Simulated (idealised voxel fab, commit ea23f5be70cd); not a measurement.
The document below concerns the process module designated voxel capacitor over wiring.
Section cut is 190 nm wide and gridded with 5 nm square cells.
The cross-sections in this document take the form of a grid made of square cells. They are written out as bands, in order from top to bottom. Each band consists of one or more rows of cells. Heads up on the band format: heights come first, top then bottom, in nm. After that it's the materials left to right, each with its width in nm. A single material flagged "full width" fills the whole band edge to edge, and "empty" means there's empty space there. Counting heights begins at 0, where everything beneath is, in the wafer as received, one material. The lowest band has no bottom; it goes on downwards, as "0 -> down" shows. Width "30..40": first value at the band's top row of cells, second value at its bottom row, equal change from row to row. Given "same as before" for a step, no cell of the cross-section differs between before and after that step. Under "Voids, fully enclosed" you'll find the enclosed gaps, the ones with no way out to the top, that are 8 cells or bigger; each reads width x height at distance, with distance counted from the left edge, everything in nm. On each step's line, the part that comes after the settings is the simulator's own comment on the step. A step line may carry the setting "overlay nm", which, for steps involving a mask, states the distance by which the mask lay to the right of its intended position; negative values denote displacement to the left.

LIST OF PLANNED PROCESS STEPS
1) RECEIVE: material Si
2) CONFORMAL_DEP: material SiO2, thk nm 10
3) CONFORMAL_DEP: material SiN, thk nm 5
4) DIRECTIONAL_DEP: material lowk, thk nm 25
5) PATTERN: tone open, mask id METAL_1, material resist, width nm 30, pitch nm 80, thk nm 20, overlay nm 0
6) DIRECTIONAL_ETCH: etch materials lowk, depth nm 25
7) DIRECTIONAL_ETCH: etch materials SiN, depth nm 5
8) STRIP: etch materials resist
9) CONFORMAL_DEP: material TiN, thk nm 5
10) FILL_DEP: material Cu, thk nm 5
11) CMP: height nm 40
12) CONFORMAL_DEP: material SiCN, thk nm 5
13) DIRECTIONAL_DEP: material lowk, thk nm 10
14) MASKED_ETCH: tone open, mask id PLUG_1, width nm 15, etch materials lowk, depth nm 10, overlay nm 0
15) MASKED_ETCH: tone open, mask id PLUG_1, width nm 15, etch materials SiCN, depth nm 5, overlay nm 0
16) CONFORMAL_DEP: material TiN, thk nm 5
17) FILL_DEP: material Ru, thk nm 10
18) CMP: height nm 55
19) DIRECTIONAL_DEP: material TiN, thk nm 5
20) DIRECTIONAL_DEP: material SiN, thk nm 5
21) DIRECTIONAL_DEP: material TiN, thk nm 10
22) MASKED_ETCH: tone cover, mask id UPPER_PLATE, width nm 55, etch materials TiN, depth nm 10, overlay nm 0
23) MASKED_ETCH: tone cover, mask id UPPER_PLATE, width nm 55, etch materials SiN, depth nm 5, overlay nm 0
24) MASKED_ETCH: tone cover, mask id LOWER_PLATE, width nm 65, etch materials TiN, depth nm 5, overlay nm -15
25) FILL_DEP: material SiO2, thk nm 15
26) CMP: height nm 85
27) MASKED_ETCH: tone open, mask id PLUG_2, width nm 15, etch materials SiO2, depth nm 10, overlay nm 0
28) CONFORMAL_DEP: material TiN, thk nm 5
29) FILL_DEP: material Ru, thk nm 10
30) CMP: height nm 85
31) CONFORMAL_DEP: material SiN, thk nm 5
Don't read the plan's overlay nm for step 24 as applying to every wafer: that's the first wafer's value, and the wafers differ in it, though they all start identical.

CROSS-SECTION: THE FIRST OF SEVERAL WAFERS IN ITS AS-RECEIVED STATE, I.E. FOLLOWING STEP 1
- 0 -> down  Si full width
- Voids, fully enclosed: none

FIRST OF SEVERAL WAFERS, SECTIONED AT END OF MODULE (LAST STEP: STEP 31)
- 90 -> 85  SiN full width
- 85 -> 80  65 nm SiO2; 5 nm TiN; 5 nm Ru; 5 nm TiN; 110 nm SiO2
- 80 -> 70  65..55 nm SiO2; 15..45 nm TiN; 110..90 nm SiO2
- 70 -> 65  55 nm SiO2; 55 nm TiN; 80 nm SiO2
- 65 -> 60  55 nm SiO2; 55 nm SiN; 80 nm SiO2
- 60 -> 55  35 nm SiO2; 75 nm TiN; 80 nm SiO2
- 55 -> 45  55 nm lowk; 5 nm TiN; 5 nm Ru; 5 nm TiN; 120 nm lowk
- 45 -> 40  55 nm SiCN; 15 nm TiN; 120 nm SiCN
- 40 -> 15  40 nm lowk; 5 nm TiN; 20 nm Cu; 5 nm TiN; 50 nm lowk; 5 nm TiN; 20 nm Cu; 5 nm TiN; 40 nm lowk
- 15 -> 10  40 nm SiN; 30 nm TiN; 50 nm SiN; 30 nm TiN; 40 nm SiN
- 10 -> 0  SiO2 full width
- 0 -> down  Si full width
- Voids, fully enclosed: none

LAST WAFER AT THE END
- 90 -> 85  SiN full width
- 85 -> 80  65 nm SiO2; 5 nm TiN; 5 nm Ru; 5 nm TiN; 110 nm SiO2
- 80 -> 70  65 nm SiO2; 15..45 nm TiN; 110..80 nm SiO2
- 70 -> 65  55 nm SiO2; 55 nm TiN; 80 nm SiO2
- 65 -> 60  55 nm SiO2; 55 nm SiN; 80 nm SiO2
- 60 -> 55  55 nm SiO2; 75 nm TiN; 60 nm SiO2
- 55 -> 45  55 nm lowk; 5 nm TiN; 5 nm Ru; 5 nm TiN; 120 nm lowk
- 45 -> 40  55 nm SiCN; 15 nm TiN; 120 nm SiCN
- 40 -> 15  40 nm lowk; 5 nm TiN; 20 nm Cu; 5 nm TiN; 50 nm lowk; 5 nm TiN; 20 nm Cu; 5 nm TiN; 40 nm lowk
- 15 -> 10  40 nm SiN; 30 nm TiN; 50 nm SiN; 30 nm TiN; 40 nm SiN
- 10 -> 0  SiO2 full width
- 0 -> down  Si full width
- Voids, fully enclosed: none

FOR YOUR REFERENCE, THE TABLE IS ORGANIZED WITH A ROW PER WAFER; EACH ROW REFLECTS THE WAFER AT THE END OF THE MODULE, INDICATING FOR EACH MATERIAL THE CELLS GAINED (+) OR LOST (-) SINCE RECEIPT, AND THEREAFTER ITS CLOSED VOIDS
overlay nm -15, +40 Cu, +3 Ru, +35 SiCN, +75 SiN, +252 SiO2, +79 TiN, +200 lowk, Voids, fully enclosed: none
overlay nm -10, +40 Cu, +3 Ru, +35 SiCN, +75 SiN, +252 SiO2, +79 TiN, +200 lowk, Voids, fully enclosed: none
overlay nm -5, +40 Cu, +3 Ru, +35 SiCN, +75 SiN, +252 SiO2, +79 TiN, +200 lowk, Voids, fully enclosed: none
overlay nm 0, +40 Cu, +3 Ru, +35 SiCN, +75 SiN, +252 SiO2, +79 TiN, +200 lowk, Voids, fully enclosed: none
overlay nm 5, +40 Cu, +3 Ru, +35 SiCN, +75 SiN, +252 SiO2, +79 TiN, +200 lowk, Voids, fully enclosed: none
overlay nm 10, +40 Cu, +3 Ru, +35 SiCN, +75 SiN, +252 SiO2, +79 TiN, +200 lowk, Voids, fully enclosed: none
overlay nm 15, +40 Cu, +3 Ru, +35 SiCN, +75 SiN, +252 SiO2, +79 TiN, +200 lowk, Voids, fully enclosed: none
